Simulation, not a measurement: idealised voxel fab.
Proc. module: voxel self aligned contacts
The width of the displayed cross-section, cut, is 250 nm; its cells are square, with a size of 5 nm.
A cross-section in this document is a grid of square cells, and it is written down as bands, the top band listed before the ones below it; a band is made up of one or more rows of cells. Read a band's entry like this: the first values are the height of its top and the height of its bottom in nm, and what follows is the sequence of materials from left to right, each with its width in nm. Note that "air" is empty space, and that a single material marked "throughout" reaches across the band from edge to edge. A quick word on heights: they are counted from 0, and under that level the wafer as it came to us is one material throughout. The lowest band is different from the rest in having no bottom; it simply continues downward, written as in "from 0 down". A two-number width, for instance "30 to 40", indicates that the width is equal to the first number in the top row of the band and to the second number in the bottom row, and that it changes by a constant amount per row of cells. Step marked "changes: none"? Then no cell in the cross-section changed in it. "Enclosed cavities": sealed empty spaces, 8 cells or more, no open way to top, listed width x height at distance, with distance from the left edge and width, height and distance in nm. On each step's line, the part that comes after the settings is the simulator's own comment on the step. overlay nm: step with mask; distance mask lay right of planned place; negative value = left of planned place.

# Here's what the planned process steps look like
1,RECEIVE (material Si)
2,OXIDIZE (depth nm 5)
3,DIRECTIONAL_DEP (material polySi; thk nm 30)
4,DIRECTIONAL_DEP (material SiN; thk nm 20)
5,PATTERN (tone cover; mask id GATE; material resist; width nm 25; pitch nm 60; thk nm 15; overlay nm 0)
6,DIRECTIONAL_ETCH (etch materials SiN; depth nm 20)
7,DIRECTIONAL_ETCH (etch materials polySi; depth nm 30)
8,STRIP (etch materials resist)
9,CONFORMAL_DEP (material SiN; thk nm 10)
10,DIRECTIONAL_ETCH (etch materials SiN; depth nm 10)
11,FILL_DEP (material SiO2; thk nm 10)
12,CMP (height nm 55)
13,DIRECTIONAL_DEP (material aC; thk nm 15)
14,PATTERN (tone open; mask id CONTACT; material resist; width nm 45; thk nm 35; overlay nm 0)
15,DIRECTIONAL_ETCH (etch materials aC; depth nm 15)
16,STRIP (etch materials resist)
17,DIRECTIONAL_ETCH (etch materials SiO2; depth nm 60)
18,STRIP (etch materials aC)
19,CONFORMAL_DEP (material TiN; thk nm 5)
20,FILL_DEP (material W; thk nm 10)
21,CMP (height nm 55)
22,CONFORMAL_DEP (material SiCN; thk nm 5)

# Cross-section of the wafer at receipt, which is the condition after step 1
    from 0 down | Si throughout
    Enclosed cavities: none

# Post-module cross-section: identical start and plan to those above, one misstep in execution
    from 75 to 70 | SiCN throughout
    from 70 to 60 | W throughout
    from 60 to 55 | TiN: 105; W: 35; TiN: 110
    from 55 to 50 | SiO2: 100; TiN: 20; W: 5; TiN: 20; SiO2: 105
    from 50 to 30 | SiO2: 70; SiN: 45; TiN: 5; W: 5; TiN: 5; SiN: 45; SiO2: 75
    from 30 to 0 | SiO2: 70; SiN: 10; polySi: 25; SiN: 10; TiN: 5; W: 5; TiN: 5; SiN: 10; polySi: 25; SiN: 10; SiO2: 75
    from 0 to -5 | SiO2: 115; TiN: 15; SiO2: 120
    from -5 down | Si throughout
    Enclosed cavities: none
Short version of what went wrong: step 21 of the plan never got run, it was skipped over
